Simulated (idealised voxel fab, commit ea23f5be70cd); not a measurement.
The document below concerns the process module designated voxel transistor to metal.
For reference, the cross-section in this document is cut, with width 300 nm and square cells of 5 nm.
The cross-sections in this document take the form of a grid made of square cells. They are written out as bands, in order from top to bottom. Each band consists of one or more rows of cells. It is stipulated that each band's entry specify, in nanometres, the height of the top of the band and then that of its bottom, followed by the materials of the band in left-to-right sequence, each together with its width in nanometres. A single material marked by the word "all across" is understood to fill the band from edge to edge; the word "air" is understood to denote empty space. Heights are expressed relative to 0, this being the level below which the as-received wafer comprises one material exclusively. The lowest band is unbounded in the downward direction and is denoted as in "0 -> down". So if you see something like "30..40" for the width, read it as the top row of the band sitting at the first number and the bottom row at the second, with every row in between moving by the same amount as the last. The cross-section has no changed cell in any step marked "nothing different". The entry titled "Closed void inventory" provides the empty spaces that have no open way to the top, restricted to those of 8 cells or more. Each is presented as width x height at distance, the distance being measured from the left edge, with all three in nm. Post-settings text on a step line: simulator's own remark regarding the step. "overlay nm" on a masked step: distance the mask lay right of its planned place, negative for left.
-- List of planned process steps
1: RECEIVE,material Si
2: OXIDIZE,depth nm 5
3: CONFORMAL_DEP,material SiN,thk nm 15
4: DIRECTIONAL_DEP,material aC,thk nm 15
5: PATTERN,tone cover,mask id ACTIVE,material resist,width nm 95,pitch nm 125,thk nm 35,overlay nm 0
6: DIRECTIONAL_ETCH,etch materials aC,depth nm 15
7: STRIP,etch materials resist
8: DIRECTIONAL_ETCH,etch materials SiN,depth nm 15
9: DIRECTIONAL_ETCH,etch materials SiO2,depth nm 5
10: DIRECTIONAL_ETCH,etch materials Si,depth nm 30
11: STRIP,etch materials aC
12: FILL_DEP,material SiO2,thk nm 15
13: CMP,height nm 15
14: SELECTIVE_ETCH,etch materials SiO2,depth nm 10
15: STRIP,etch materials SiN
16: SELECTIVE_ETCH,etch materials SiO2,depth nm 5
17: OXIDIZE,depth nm 5
18: DIRECTIONAL_DEP,material polySi,thk nm 20
19: DIRECTIONAL_DEP,material SiCN,thk nm 15
20: MASKED_ETCH,tone cover,mask id GATE,width nm 25,pitch nm 125,etch materials SiCN,depth nm 25,overlay nm 0
21: MASKED_ETCH,tone cover,mask id GATE,width nm 25,pitch nm 125,etch materials polySi,depth nm 30,overlay nm -10
22: CONFORMAL_DEP,material SiN,thk nm 10
23: DIRECTIONAL_ETCH,etch materials SiN,depth nm 10
24: DIRECTIONAL_ETCH,etch materials SiO2,depth nm 5
25: EPI,material nSi,thk nm 5
26: FILL_DEP,material SiO2,thk nm 5
27: CMP,height nm 15
28: STRIP,etch materials polySi
29: SELECTIVE_ETCH,etch materials SiO2,depth nm 5
30: CONFORMAL_DEP,material HfO2,thk nm 5
31: CONFORMAL_DEP,material TiN,thk nm 5
32: FILL_DEP,material W,thk nm 5
33: CMP,height nm 10
34: DIRECTIONAL_DEP,material SiO2,thk nm 10
35: PATTERN,tone open,mask id CONTACT,material resist,width nm 15,thk nm 20,overlay nm 0
36: DIRECTIONAL_ETCH,etch materials SiO2,depth nm 25
37: STRIP,etch materials resist
38: CONFORMAL_DEP,material TiN,thk nm 5
39: FILL_DEP,material Ru,thk nm 10
40: CMP,height nm 20
41: CONFORMAL_DEP,material SiCN,thk nm 5
42: DIRECTIONAL_DEP,material lowk,thk nm 20
43: DIRECTIONAL_DEP,material aC,thk nm 10
44: PATTERN,tone open,mask id METAL_1,material resist,width nm 15,thk nm 30,overlay nm 0
45: DIRECTIONAL_ETCH,etch materials aC,depth nm 10
46: STRIP,etch materials resist
47: DIRECTIONAL_ETCH,etch materials lowk,depth nm 20
48: DIRECTIONAL_ETCH,etch materials SiCN,depth nm 5
49: STRIP,etch materials aC
50: CONFORMAL_DEP,material TiN,thk nm 5
51: FILL_DEP,material Ru,thk nm 10
52: CMP,height nm 45
53: CONFORMAL_DEP,material SiCN,thk nm 5
54: DIRECTIONAL_DEP,material SiO2,thk nm 30
55: PATTERN,tone open,mask id METAL_2,material resist,width nm 15,pitch nm 125,thk nm 15,overlay nm 0
56: DIRECTIONAL_ETCH,etch materials SiO2,depth nm 15
57: STRIP,etch materials resist
58: PATTERN,tone open,mask id METAL_2_HOLES,material resist,width nm 15,pitch nm 125,thk nm 20,overlay nm 0
59: DIRECTIONAL_ETCH,etch materials SiO2,depth nm 15
60: DIRECTIONAL_ETCH,etch materials SiCN,depth nm 5
61: STRIP,etch materials resist
62: CONFORMAL_DEP,material TiN,thk nm 5
63: FILL_DEP,material Ru,thk nm 10
64: CMP,height nm 80
65: CONFORMAL_DEP,material SiN,thk nm 5
All wafers enter the flow in the same state. The overlay nm at step 21 differs from wafer to wafer, and the plan gives the value for the first wafer.
-- Cross-sectional view of the first of several wafers in the as-received condition, corresponding to the state following step 1
0 -> down: Si all across
Closed void inventory: none
-- First of several wafers in cross-section at module end, following the final step, step 65
85 -> 80: SiN all across
80 -> 50: SiO2: 45, then TiN: 5, then Ru: 5, then TiN: 5, then SiO2: 110, then TiN: 5, then Ru: 5, then TiN: 5, then SiO2: 115
50 -> 45: SiCN: 45, then TiN: 15, then SiCN: 110, then TiN: 15, then SiCN: 115
45 -> 25: lowk: 45, then TiN: 5, then Ru: 5, then TiN: 5, then lowk: 55, then TiN: 5, then Ru: 5, then TiN: 5, then lowk: 40, then TiN: 5, then Ru: 5, then TiN: 5, then lowk: 55, then TiN: 5, then Ru: 5, then TiN: 5, then lowk: 45
25 -> 20: SiCN: 45, then TiN: 15, then SiCN: 55, then TiN: 15, then SiCN: 40, then TiN: 15, then SiCN: 55, then TiN: 15, then SiCN: 45
20 -> 15: SiO2: 45, then TiN: 5, then Ru: 5, then TiN: 5, then SiO2: 55, then TiN: 5, then Ru: 5, then TiN: 5, then SiO2: 40, then TiN: 5, then Ru: 5, then TiN: 5, then SiO2: 55, then TiN: 5, then Ru: 5, then TiN: 5, then SiO2: 45
15 -> 10: SiO2: 45, then TiN: 15, then SiO2: 55, then TiN: 5, then Ru: 5, then TiN: 5, then SiO2: 40, then TiN: 15, then SiO2: 55, then TiN: 5, then Ru: 5, then TiN: 5, then SiO2: 45
10 -> 0: SiO2: 45, then TiN: 10, then SiN: 10, then HfO2: 5, then TiN: 5, then W: 15, then TiN: 5, then HfO2: 5, then SiN: 10, then SiO2: 5, then TiN: 5, then Ru: 5, then TiN: 5, then SiO2: 40, then TiN: 10, then SiN: 10, then HfO2: 5, then TiN: 5, then W: 15, then TiN: 5, then HfO2: 5, then SiN: 10, then SiO2: 5, then TiN: 5, then Ru: 5, then TiN: 5, then SiO2: 45
0 -> -5: SiO2: 35, then SiN: 10, then TiN: 10, then SiN: 10, then HfO2: 5, then TiN: 25, then HfO2: 5, then SiN: 10, then SiO2: 5, then TiN: 15, then SiN: 10, then SiO2: 20, then SiN: 10, then TiN: 10, then SiN: 10, then HfO2: 5, then TiN: 25, then HfO2: 5, then SiN: 10, then SiO2: 5, then TiN: 15, then SiN: 10, then SiO2: 35
-5 -> -10: SiO2: 45, then nSi: 10, then SiO2: 5, then HfO2: 45, then SiO2: 5, then nSi: 20, then SiO2: 40, then nSi: 10, then SiO2: 5, then HfO2: 45, then SiO2: 5, then nSi: 20, then SiO2: 45
-10 -> -35: SiO2: 40, then Si: 95, then SiO2: 30, then Si: 95, then SiO2: 40
-35 -> down: Si all across
Closed void inventory: none
-- Cross-section, module end, final of several wafers
85 -> 80: SiN all across
80 -> 50: SiO2: 45, then TiN: 5, then Ru: 5, then TiN: 5, then SiO2: 110, then TiN: 5, then Ru: 5, then TiN: 5, then SiO2: 115
50 -> 45: SiCN: 45, then TiN: 15, then SiCN: 110, then TiN: 15, then SiCN: 115
45 -> 25: lowk: 45, then TiN: 5, then Ru: 5, then TiN: 5, then lowk: 55, then TiN: 5, then Ru: 5, then TiN: 5, then lowk: 40, then TiN: 5, then Ru: 5, then TiN: 5, then lowk: 55, then TiN: 5, then Ru: 5, then TiN: 5, then lowk: 45
25 -> 20: SiCN: 45, then TiN: 15, then SiCN: 55, then TiN: 15, then SiCN: 40, then TiN: 15, then SiCN: 55, then TiN: 15, then SiCN: 45
20 -> 15: SiO2: 45, then TiN: 5, then Ru: 5, then TiN: 5, then SiO2: 55, then TiN: 5, then Ru: 5, then TiN: 5, then SiO2: 40, then TiN: 5, then Ru: 5, then TiN: 5, then SiO2: 55, then TiN: 5, then Ru: 5, then TiN: 5, then SiO2: 45
15 -> 10: SiO2: 45, then TiN: 5, then Ru: 5, then TiN: 5, then SiO2: 55, then TiN: 15, then SiO2: 40, then TiN: 5, then Ru: 5, then TiN: 5, then SiO2: 55, then TiN: 15, then SiO2: 45
10 -> 0: SiO2: 45, then TiN: 5, then Ru: 5, then TiN: 5, then SiO2: 5, then SiN: 10, then HfO2: 5, then TiN: 5, then W: 15, then TiN: 5, then HfO2: 5, then SiN: 10, then TiN: 10, then SiO2: 40, then TiN: 5, then Ru: 5, then TiN: 5, then SiO2: 5, then SiN: 10, then HfO2: 5, then TiN: 5, then W: 15, then TiN: 5, then HfO2: 5, then SiN: 10, then TiN: 10, then SiO2: 45
0 -> -5: SiO2: 35, then SiN: 10, then TiN: 15, then SiO2: 5, then SiN: 10, then HfO2: 5, then TiN: 25, then HfO2: 5, then SiN: 10, then TiN: 10, then SiN: 10, then SiO2: 20, then SiN: 10, then TiN: 15, then SiO2: 5, then SiN: 10, then HfO2: 5, then TiN: 25, then HfO2: 5, then SiN: 10, then TiN: 10, then SiN: 10, then SiO2: 35
-5 -> -10: SiO2: 45, then nSi: 20, then SiO2: 5, then HfO2: 45, then SiO2: 5, then nSi: 10, then SiO2: 40, then nSi: 20, then SiO2: 5, then HfO2: 45, then SiO2: 5, then nSi: 10, then SiO2: 45
-10 -> -35: SiO2: 40, then Si: 95, then SiO2: 30, then Si: 95, then SiO2: 40
-35 -> down: Si all across
Closed void inventory: none
-- Tabulated below, wafer by wafer, are the end-of-module results: for each material, the number of cells gained (+) or lost (-) relative to the as-received state, followed by the closed voids
overlay nm -10, +30 HfO2, +38 Ru, -230 Si, +102 SiCN, +92 SiN, +636 SiO2, +136 TiN, +12 W, +192 lowk, +12 nSi, Closed void inventory: none
overlay nm -5, +28 HfO2, +44 Ru, -230 Si, +102 SiCN, +92 SiN, +636 SiO2, +134 TiN, +8 W, +192 lowk, +14 nSi, Closed void inventory: none
overlay nm 0, +26 HfO2, +44 Ru, -230 Si, +102 SiCN, +92 SiN, +642 SiO2, +132 TiN, +4 W, +192 lowk, +16 nSi, Closed void inventory: none
overlay nm 5, +28 HfO2, +44 Ru, -230 Si, +102 SiCN, +92 SiN, +636 SiO2, +134 TiN, +8 W, +192 lowk, +14 nSi, Closed void inventory: none
overlay nm 10, +30 HfO2, +38 Ru, -230 Si, +102 SiCN, +92 SiN, +636 SiO2, +136 TiN, +12 W, +192 lowk, +12 nSi, Closed void inventory: none
